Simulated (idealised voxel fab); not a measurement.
process module | voxel gate over fins
cross-section cut | 255 nm wide | cells 5 nm
A cross-section is a grid of square cells, given in bands from the top down. A band is one or more rows of cells.
Each band's line starts with the height of the band's top and of its bottom, in nm. Then come its materials from left to right, each with its width in nm. One material with "throughout" fills the band from edge to edge. "air" is empty space.
Height 0 is the level under which the wafer as received is all one material. The lowest band goes on downwards, as in "0 down".
A width such as "30 to 40" changes by the same amount from each row of cells to the next, from the band's top row to its bottom row.
"no change" after a step means that no cell of the cross-section changed.
closed voids: empty space of 8 cells or more with no open way to the top, each as width x height at its distance from the left edge, in nm
after a step's settings: what the simulator itself notes on the step
overlay nm, on a step with a mask: how far to the right of its planned place the mask lay; to the left if negative
Each pair below shows a cross-section before one step and the cross-section after it, down to the lowest band that changed. The line under each pair gives the step between them, with its settings. The pairs can come from different runs of this module on the same starting wafer, so a pair continues from the pair above only where its "before" says so.
before
  10 to 0: SiO2 60 | SiN 15 | SiO2 45 | SiN 15 | SiO2 45 | SiN 15 | SiO2 60
  0 to -20: SiO2 65 | Si 5 | SiO2 55 | Si 5 | SiO2 55 | Si 5 | SiO2 65
  -20 to -25: SiO2 65 | Si 5 | SiO2 20 | TiN 5 | Ru 10 | TiN 5 | SiO2 15 | Si 5 | SiO2 55 | Si 5 | SiO2 65
  -25 to -30: SiO2 65 | Si 5 | SiO2 20 | TiN 20 | SiO2 15 | Si 5 | SiO2 55 | Si 5 | SiO2 65
  -30 to -40: SiO2 65 | Si 5 | SiO2 55 | Si 5 | SiO2 55 | Si 5 | SiO2 65
  -40 down: Si throughout
  closed voids: none
after
  10 to 0: air 60 | SiN 15 | air 45 | SiN 15 | air 45 | SiN 15 | air 60
  0 to -15: air 65 | Si 5 | air 55 | Si 5 | air 55 | Si 5 | air 65
  below -15: unchanged
  closed voids: none
the step between: op SELECTIVE_ETCH | etch materials SiO2 | depth nm 25
before: the cross-section after the pair above
after
  0 to -15: air 65 | Si 5 | air 55 | Si 5 | air 55 | Si 5 | air 65
  below -15: unchanged
  closed voids: none
the step between: op STRIP | etch materials SiN
before: the cross-section after the pair above
after
  5 to 0: air 60 | HfO2 15 | air 45 | HfO2 15 | air 45 | HfO2 15 | air 60
  0 to -10: air 60 | HfO2 5 | Si 5 | HfO2 5 | air 45 | HfO2 5 | Si 5 | HfO2 5 | air 45 | HfO2 5 | Si 5 | HfO2 5 | air 60
  -10 to -15: HfO2 65 | Si 5 | HfO2 55 | Si 5 | HfO2 55 | Si 5 | HfO2 65
  below -15: unchanged
  closed voids: none
the step between: op CONFORMAL_DEP | material HfO2 | thk nm 5
before: the cross-section after the pair above
after
  10 to 5: air 55 | TiN 25 | air 35 | TiN 25 | air 35 | TiN 25 | air 55
  5 to 0: air 55 | TiN 5 | HfO2 15 | TiN 5 | air 35 | TiN 5 | HfO2 15 | TiN 5 | air 35 | TiN 5 | HfO2 15 | TiN 5 | air 55
  0 to -5: air 55 | TiN 5 | HfO2 5 | Si 5 | HfO2 5 | TiN 5 | air 35 | TiN 5 | HfO2 5 | Si 5 | HfO2 5 | TiN 5 | air 35 | TiN 5 | HfO2 5 | Si 5 | HfO2 5 | TiN 5 | air 55
  -5 to -10: TiN 60 | HfO2 5 | Si 5 | HfO2 5 | TiN 45 | HfO2 5 | Si 5 | HfO2 5 | TiN 45 | HfO2 5 | Si 5 | HfO2 5 | TiN 60
  below -10: unchanged
  closed voids: none
the step between: op CONFORMAL_DEP | material TiN | thk nm 5
before: the cross-section after the pair above
after
  25 to 10: W throughout
  10 to 5: W 55 | TiN 25 | W 35 | TiN 25 | W 35 | TiN 25 | W 55
  5 to 0: W 55 | TiN 5 | HfO2 15 | TiN 5 | W 35 | TiN 5 | HfO2 15 | TiN 5 | W 35 | TiN 5 | HfO2 15 | TiN 5 | W 55
  0 to -5: W 55 | TiN 5 | HfO2 5 | Si 5 | HfO2 5 | TiN 5 | W 35 | TiN 5 | HfO2 5 | Si 5 | HfO2 5 | TiN 5 | W 35 | TiN 5 | HfO2 5 | Si 5 | HfO2 5 | TiN 5 | W 55
  below -5: unchanged
  closed voids: none
the step between: op FILL_DEP | material W | thk nm 15
before: the cross-section after the pair above
after
  20 to 10: W throughout
  below 10: unchanged
  closed voids: none
the step between: op CMP | height nm 20
before: the cross-section after the pair above
after
  30 to 20: SiCN throughout
  below 20: unchanged
  closed voids: none
the step between: op CONFORMAL_DEP | material SiCN | thk nm 10
before
  10 to 0: SiO2 60 | SiN 15 | SiO2 45 | SiN 15 | SiO2 45 | SiN 15 | SiO2 60
  0 to -40: SiO2 65 | Si 5 | SiO2 55 | Si 5 | SiO2 55 | Si 5 | SiO2 65
  -40 down: Si throughout
  closed voids: none
after
  30 to 10: resist 85 | air 15 | resist 155
  below 10: unchanged
  closed voids: none
the step between: op PATTERN | tone open | mask id RAIL | material resist | width nm 15 | thk nm 20 | overlay nm -5
before: the cross-section after the pair above
after
  30 to 10: resist 85 | air 15 | resist 155
  10 to 0: SiO2 60 | SiN 15 | SiO2 10 | air 15 | SiO2 20 | SiN 15 | SiO2 45 | SiN 15 | SiO2 60
  0 to -30: SiO2 65 | Si 5 | SiO2 15 | air 15 | SiO2 25 | Si 5 | SiO2 55 | Si 5 | SiO2 65
  below -30: unchanged
  closed voids: none
the step between: op DIRECTIONAL_ETCH | etch materials SiO2 | depth nm 40
before: the cross-section after the pair above
after
  10 to 0: SiO2 60 | SiN 15 | SiO2 10 | air 15 | SiO2 20 | SiN 15 | SiO2 45 | SiN 15 | SiO2 60
  below 0: unchanged
  closed voids: none
the step between: op STRIP | etch materials resist
before: the cross-section after the pair above
after
  15 to 10: TiN 90 | air 5 | TiN 160
  10 to 0: SiO2 60 | SiN 15 | SiO2 10 | TiN 5 | air 5 | TiN 5 | SiO2 20 | SiN 15 | SiO2 45 | SiN 15 | SiO2 60
  0 to -25: SiO2 65 | Si 5 | SiO2 15 | TiN 5 | air 5 | TiN 5 | SiO2 25 | Si 5 | SiO2 55 | Si 5 | SiO2 65
  -25 to -30: SiO2 65 | Si 5 | SiO2 15 | TiN 15 | SiO2 25 | Si 5 | SiO2 55 | Si 5 | SiO2 65
  below -30: unchanged
  closed voids: none
the step between: op CONFORMAL_DEP | material TiN | thk nm 5
before: the cross-section after the pair above
after
  20 to 15: Ru throughout
  15 to 10: TiN 90 | Ru 5 | TiN 160
  10 to 0: SiO2 60 | SiN 15 | SiO2 10 | TiN 5 | Ru 5 | TiN 5 | SiO2 20 | SiN 15 | SiO2 45 | SiN 15 | SiO2 60
  0 to -25: SiO2 65 | Si 5 | SiO2 15 | TiN 5 | Ru 5 | TiN 5 | SiO2 25 | Si 5 | SiO2 55 | Si 5 | SiO2 65
  below -25: unchanged
  closed voids: none
the step between: op FILL_DEP | material Ru | thk nm 5
before: the cross-section after the pair above
after
  10 to 0: SiO2 60 | SiN 15 | SiO2 10 | TiN 5 | Ru 5 | TiN 5 | SiO2 20 | SiN 15 | SiO2 45 | SiN 15 | SiO2 60
  below 0: unchanged
  closed voids: none
the step between: op CMP | height nm 10
before: the cross-section after the pair above
after
  10 to 0: SiO2 60 | SiN 15 | SiO2 10 | air 15 | SiO2 20 | SiN 15 | SiO2 45 | SiN 15 | SiO2 60
  0 to -20: SiO2 65 | Si 5 | SiO2 15 | air 15 | SiO2 25 | Si 5 | SiO2 55 | Si 5 | SiO2 65
  below -20: unchanged
  closed voids: none
the step between: op SELECTIVE_ETCH | etch materials W Ru TiN | depth nm 30
before: the cross-section after the pair above
after
  15 to 10: SiO2 throughout
  10 to 0: SiO2 60 | SiN 15 | SiO2 45 | SiN 15 | SiO2 45 | SiN 15 | SiO2 60
  0 to -20: SiO2 65 | Si 5 | SiO2 55 | Si 5 | SiO2 55 | Si 5 | SiO2 65
  below -20: unchanged
  closed voids: none
the step between: op FILL_DEP | material SiO2 | thk nm 5
before: the cross-section after the pair above
after
  10 to 0: SiO2 60 | SiN 15 | SiO2 45 | SiN 15 | SiO2 45 | SiN 15 | SiO2 60
  below 0: unchanged
  closed voids: none
the step between: op CMP | height nm 10
before: the cross-section after the pair above
after
  10 to 0: air 60 | SiN 15 | air 45 | SiN 15 | air 45 | SiN 15 | air 60
  0 to -15: air 65 | Si 5 | air 55 | Si 5 | air 55 | Si 5 | air 65
  below -15: unchanged
  closed voids: none
the step between: op SELECTIVE_ETCH | etch materials SiO2 | depth nm 25
before: the cross-section after the pair above
after
  0 to -15: air 65 | Si 5 | air 55 | Si 5 | air 55 | Si 5 | air 65
  below -15: unchanged
  closed voids: none
the step between: op STRIP | etch materials SiN
before: the cross-section after the pair above
after
  5 to 0: air 60 | HfO2 15 | air 45 | HfO2 15 | air 45 | HfO2 15 | air 60
  0 to -10: air 60 | HfO2 5 | Si 5 | HfO2 5 | air 45 | HfO2 5 | Si 5 | HfO2 5 | air 45 | HfO2 5 | Si 5 | HfO2 5 | air 60
  -10 to -15: HfO2 65 | Si 5 | HfO2 55 | Si 5 | HfO2 55 | Si 5 | HfO2 65
  below -15: unchanged
  closed voids: none
the step between: op CONFORMAL_DEP | material HfO2 | thk nm 5
before: the cross-section after the pair above
after
  10 to 5: air 55 | TiN 25 | air 35 | TiN 25 | air 35 | TiN 25 | air 55
  5 to 0: air 55 | TiN 5 | HfO2 15 | TiN 5 | air 35 | TiN 5 | HfO2 15 | TiN 5 | air 35 | TiN 5 | HfO2 15 | TiN 5 | air 55
  0 to -5: air 55 | TiN 5 | HfO2 5 | Si 5 | HfO2 5 | TiN 5 | air 35 | TiN 5 | HfO2 5 | Si 5 | HfO2 5 | TiN 5 | air 35 | TiN 5 | HfO2 5 | Si 5 | HfO2 5 | TiN 5 | air 55
  -5 to -10: TiN 60 | HfO2 5 | Si 5 | HfO2 5 | TiN 45 | HfO2 5 | Si 5 | HfO2 5 | TiN 45 | HfO2 5 | Si 5 | HfO2 5 | TiN 60
  below -10: unchanged
  closed voids: none
the step between: op CONFORMAL_DEP | material TiN | thk nm 5
before: the cross-section after the pair above
after
  25 to 10: W throughout
  10 to 5: W 55 | TiN 25 | W 35 | TiN 25 | W 35 | TiN 25 | W 55
  5 to 0: W 55 | TiN 5 | HfO2 15 | TiN 5 | W 35 | TiN 5 | HfO2 15 | TiN 5 | W 35 | TiN 5 | HfO2 15 | TiN 5 | W 55
  0 to -5: W 55 | TiN 5 | HfO2 5 | Si 5 | HfO2 5 | TiN 5 | W 35 | TiN 5 | HfO2 5 | Si 5 | HfO2 5 | TiN 5 | W 35 | TiN 5 | HfO2 5 | Si 5 | HfO2 5 | TiN 5 | W 55
  below -5: unchanged
  closed voids: none
the step between: op FILL_DEP | material W | thk nm 15
before: the cross-section after the pair above
after
  20 to 10: W throughout
  below 10: unchanged
  closed voids: none
the step between: op CMP | height nm 20
before: the cross-section after the pair above
after
  30 to 20: SiCN throughout
  below 20: unchanged
  closed voids: none
the step between: op CONFORMAL_DEP | material SiCN | thk nm 10
before
  15 to 10: TiN 95 | air 5 | TiN 155
  10 to 0: SiO2 60 | SiN 15 | SiO2 15 | TiN 5 | air 5 | TiN 5 | SiO2 15 | SiN 15 | SiO2 45 | SiN 15 | SiO2 60
  0 to -25: SiO2 65 | Si 5 | SiO2 20 | TiN 5 | air 5 | TiN 5 | SiO2 20 | Si 5 | SiO2 55 | Si 5 | SiO2 65
  -25 to -30: SiO2 65 | Si 5 | SiO2 20 | TiN 15 | SiO2 20 | Si 5 | SiO2 55 | Si 5 | SiO2 65
  -30 to -40: SiO2 65 | Si 5 | SiO2 55 | Si 5 | SiO2 55 | Si 5 | SiO2 65
  -40 down: Si throughout
  closed voids: none
after
  20 to 15: HfO2 throughout
  15 to 10: TiN 95 | HfO2 5 | TiN 155
  10 to 0: SiO2 60 | SiN 15 | SiO2 15 | TiN 5 | HfO2 5 | TiN 5 | SiO2 15 | SiN 15 | SiO2 45 | SiN 15 | SiO2 60
  0 to -25: SiO2 65 | Si 5 | SiO2 20 | TiN 5 | HfO2 5 | TiN 5 | SiO2 20 | Si 5 | SiO2 55 | Si 5 | SiO2 65
  below -25: unchanged
  closed voids: none
the step between: op FILL_DEP | material HfO2 | thk nm 5
before: the cross-section after the pair above
after
  10 to 0: SiO2 60 | SiN 15 | SiO2 15 | TiN 5 | HfO2 5 | TiN 5 | SiO2 15 | SiN 15 | SiO2 45 | SiN 15 | SiO2 60
  below 0: unchanged
  closed voids: none
the step between: op CMP | height nm 10
before: the cross-section after the pair above
after
  10 to 0: SiO2 60 | SiN 15 | SiO2 15 | air 5 | HfO2 5 | air 5 | SiO2 15 | SiN 15 | SiO2 45 | SiN 15 | SiO2 60
  0 to -20: SiO2 65 | Si 5 | SiO2 20 | air 5 | HfO2 5 | air 5 | SiO2 20 | Si 5 | SiO2 55 | Si 5 | SiO2 65
  below -20: unchanged
  closed voids: none
the step between: op SELECTIVE_ETCH | etch materials W Ru TiN | depth nm 30
before: the cross-section after the pair above
after
  15 to 10: SiO2 throughout
  10 to 0: SiO2 60 | SiN 15 | SiO2 20 | HfO2 5 | SiO2 20 | SiN 15 | SiO2 45 | SiN 15 | SiO2 60
  0 to -20: SiO2 65 | Si 5 | SiO2 25 | HfO2 5 | SiO2 25 | Si 5 | SiO2 55 | Si 5 | SiO2 65
  below -20: unchanged
  closed voids: none
the step between: op FILL_DEP | material SiO2 | thk nm 5
before: the cross-section after the pair above
after
  10 to 0: SiO2 60 | SiN 15 | SiO2 20 | HfO2 5 | SiO2 20 | SiN 15 | SiO2 45 | SiN 15 | SiO2 60
  below 0: unchanged
  closed voids: none
the step between: op CMP | height nm 10
before: the cross-section after the pair above
after
  10 to 0: air 60 | SiN 15 | air 20 | HfO2 5 | air 20 | SiN 15 | air 45 | SiN 15 | air 60
  0 to -15: air 65 | Si 5 | air 25 | HfO2 5 | air 25 | Si 5 | air 55 | Si 5 | air 65
  below -15: unchanged
  closed voids: none
the step between: op SELECTIVE_ETCH | etch materials SiO2 | depth nm 25
before: the cross-section after the pair above
after
  10 to 0: air 95 | HfO2 5 | air 155
  below 0: unchanged
  closed voids: none
the step between: op STRIP | etch materials SiN
before: the cross-section after the pair above
after
  15 to 5: air 90 | HfO2 15 | air 150
  5 to 0: air 60 | HfO2 15 | air 15 | HfO2 15 | air 15 | HfO2 15 | air 45 | HfO2 15 | air 60
  0 to -10: air 60 | HfO2 5 | Si 5 | HfO2 5 | air 15 | HfO2 15 | air 15 | HfO2 5 | Si 5 | HfO2 5 | air 45 | HfO2 5 | Si 5 | HfO2 5 | air 60
  -10 to -15: HfO2 65 | Si 5 | HfO2 55 | Si 5 | HfO2 55 | Si 5 | HfO2 65
  below -15: unchanged
  closed voids: none
the step between: op CONFORMAL_DEP | material HfO2 | thk nm 5
before: the cross-section after the pair above
after
  20 to 15: air 85 | TiN 25 | air 145
  15 to 10: air 85 | TiN 5 | HfO2 15 | TiN 5 | air 145
  10 to 5: air 55 | TiN 25 | air 5 | TiN 5 | HfO2 15 | TiN 5 | air 5 | TiN 25 | air 35 | TiN 25 | air 55
  5 to 0: air 55 | TiN 5 | HfO2 15 | TiN 5 | air 5 | TiN 5 | HfO2 15 | TiN 5 | air 5 | TiN 5 | HfO2 15 | TiN 5 | air 35 | TiN 5 | HfO2 15 | TiN 5 | air 55
  0 to -5: air 55 | TiN 5 | HfO2 5 | Si 5 | HfO2 5 | TiN 5 | air 5 | TiN 5 | HfO2 15 | TiN 5 | air 5 | TiN 5 | HfO2 5 | Si 5 | HfO2 5 | TiN 5 | air 35 | TiN 5 | HfO2 5 | Si 5 | HfO2 5 | TiN 5 | air 55
  -5 to -10: TiN 60 | HfO2 5 | Si 5 | HfO2 5 | TiN 15 | HfO2 15 | TiN 15 | HfO2 5 | Si 5 | HfO2 5 | TiN 45 | HfO2 5 | Si 5 | HfO2 5 | TiN 60
  below -10: unchanged
  closed voids: none
the step between: op CONFORMAL_DEP | material TiN | thk nm 5
before: the cross-section after the pair above
after
  35 to 20: W throughout
  20 to 15: W 85 | TiN 25 | W 145
  15 to 10: W 85 | TiN 5 | HfO2 15 | TiN 5 | W 145
  10 to 5: W 55 | TiN 25 | W 5 | TiN 5 | HfO2 15 | TiN 5 | W 5 | TiN 25 | W 35 | TiN 25 | W 55
  5 to 0: W 55 | TiN 5 | HfO2 15 | TiN 5 | W 5 | TiN 5 | HfO2 15 | TiN 5 | W 5 | TiN 5 | HfO2 15 | TiN 5 | W 35 | TiN 5 | HfO2 15 | TiN 5 | W 55
  0 to -5: W 55 | TiN 5 | HfO2 5 | Si 5 | HfO2 5 | TiN 5 | W 5 | TiN 5 | HfO2 15 | TiN 5 | W 5 | TiN 5 | HfO2 5 | Si 5 | HfO2 5 | TiN 5 | W 35 | TiN 5 | HfO2 5 | Si 5 | HfO2 5 | TiN 5 | W 55
  below -5: unchanged
  closed voids: none
the step between: op FILL_DEP | material W | thk nm 15
before: the cross-section after the pair above
after
  20 to 15: W 85 | TiN 25 | W 145
  below 15: unchanged
  closed voids: none
the step between: op CMP | height nm 20
before: the cross-section after the pair above
after
  30 to 20: SiCN throughout
  below 20: unchanged
  closed voids: none
the step between: op CONFORMAL_DEP | material SiCN | thk nm 10
before
  10 to 0: SiN throughout
  0 down: Si throughout
  closed voids: none
after
  10 to 0: SiN 60 | air 15 | SiN 45 | air 15 | SiN 45 | air 15 | SiN 60
  below 0: unchanged
  closed voids: none
the step between: op MASKED_ETCH | tone open | mask id FINS | width nm 15 | pitch nm 60 | etch materials SiN | depth nm 10 | overlay nm 0
before: the cross-section after the pair above
after
  10 to 0: SiN 60 | air 15 | SiN 45 | air 15 | SiN 45 | air 15 | SiN 60
  0 to -5: Si 55 | SiO2 25 | Si 35 | SiO2 25 | Si 35 | SiO2 25 | Si 55
  below -5: unchanged
  closed voids: none
the step between: op OXIDIZE | depth nm 5
before: the cross-section after the pair above
after
  20 to 10: SiO2 throughout
  10 to 0: SiN 60 | SiO2 15 | SiN 45 | SiO2 15 | SiN 45 | SiO2 15 | SiN 60
  below 0: unchanged
  closed voids: none
the step between: op FILL_DEP | material SiO2 | thk nm 10
before: the cross-section after the pair above
after
  10 to 0: SiN 60 | SiO2 15 | SiN 45 | SiO2 15 | SiN 45 | SiO2 15 | SiN 60
  below 0: unchanged
  closed voids: none
the step between: op CMP | height nm 10
before: the cross-section after the pair above
after
  30 to 10: resist 90 | air 15 | resist 150
  below 10: unchanged
  closed voids: none
the step between: op PATTERN | tone open | mask id RAIL | material resist | width nm 15 | thk nm 20 | overlay nm 0
before: the cross-section after the pair above
after
  10 to 0: SiN 60 | SiO2 15 | SiN 45 | SiO2 15 | SiN 45 | SiO2 15 | SiN 60
  below 0: unchanged
  closed voids: none
the step between: op STRIP | etch materials resist
before: the cross-section after the pair above
after
  15 to 10: TiN throughout
  below 10: unchanged
  closed voids: none
the step between: op CONFORMAL_DEP | material TiN | thk nm 5
before: the cross-section after the pair above
after
  20 to 15: Ru throughout
  below 15: unchanged
  closed voids: none
the step between: op FILL_DEP | material Ru | thk nm 5
before: the cross-section after the pair above
after
  10 to 0: SiN 60 | SiO2 15 | SiN 45 | SiO2 15 | SiN 45 | SiO2 15 | SiN 60
  below 0: unchanged
  closed voids: none
the step between: op CMP | height nm 10
before: the cross-section after the pair above
after
  15 to 10: SiO2 throughout
  below 10: unchanged
  closed voids: none
the step between: op FILL_DEP | material SiO2 | thk nm 5
before: the cross-section after the pair above
after
  10 to 0: SiN 60 | SiO2 15 | SiN 45 | SiO2 15 | SiN 45 | SiO2 15 | SiN 60
  below 0: unchanged
  closed voids: none
the step between: op CMP | height nm 10
before: the cross-section after the pair above
after
  10 to 0: SiN 60 | air 15 | SiN 45 | air 15 | SiN 45 | air 15 | SiN 60
  0 to -5: Si 55 | air 25 | Si 35 | air 25 | Si 35 | air 25 | Si 55
  below -5: unchanged
  closed voids: none
the step between: op SELECTIVE_ETCH | etch materials SiO2 | depth nm 25
before: the cross-section after the pair above
after
  0 to -5: Si 55 | air 25 | Si 35 | air 25 | Si 35 | air 25 | Si 55
  below -5: unchanged
  closed voids: none
the step between: op STRIP | etch materials SiN
before: the cross-section after the pair above
after
  5 to 0: HfO2 60 | air 15 | HfO2 45 | air 15 | HfO2 45 | air 15 | HfO2 60
  0 to -5: Si 55 | HfO2 25 | Si 35 | HfO2 25 | Si 35 | HfO2 25 | Si 55
  below -5: unchanged
  closed voids: none
the step between: op CONFORMAL_DEP | material HfO2 | thk nm 5
before: the cross-section after the pair above
after
  10 to 5: TiN 65 | air 5 | TiN 55 | air 5 | TiN 55 | air 5 | TiN 65
  5 to 0: HfO2 60 | TiN 15 | HfO2 45 | TiN 15 | HfO2 45 | TiN 15 | HfO2 60
  below 0: unchanged
  closed voids: none
the step between: op CONFORMAL_DEP | material TiN | thk nm 5
before: the cross-section after the pair above
after
  25 to 10: W throughout
  10 to 5: TiN 65 | W 5 | TiN 55 | W 5 | TiN 55 | W 5 | TiN 65
  below 5: unchanged
  closed voids: none
the step between: op FILL_DEP | material W | thk nm 15
before: the cross-section after the pair above
after
  20 to 10: W throughout
  below 10: unchanged
  closed voids: none
the step between: op CMP | height nm 20
before: the cross-section after the pair above
after
  30 to 20: SiCN throughout
  below 20: unchanged
  closed voids: none
the step between: op CONFORMAL_DEP | material SiCN | thk nm 10
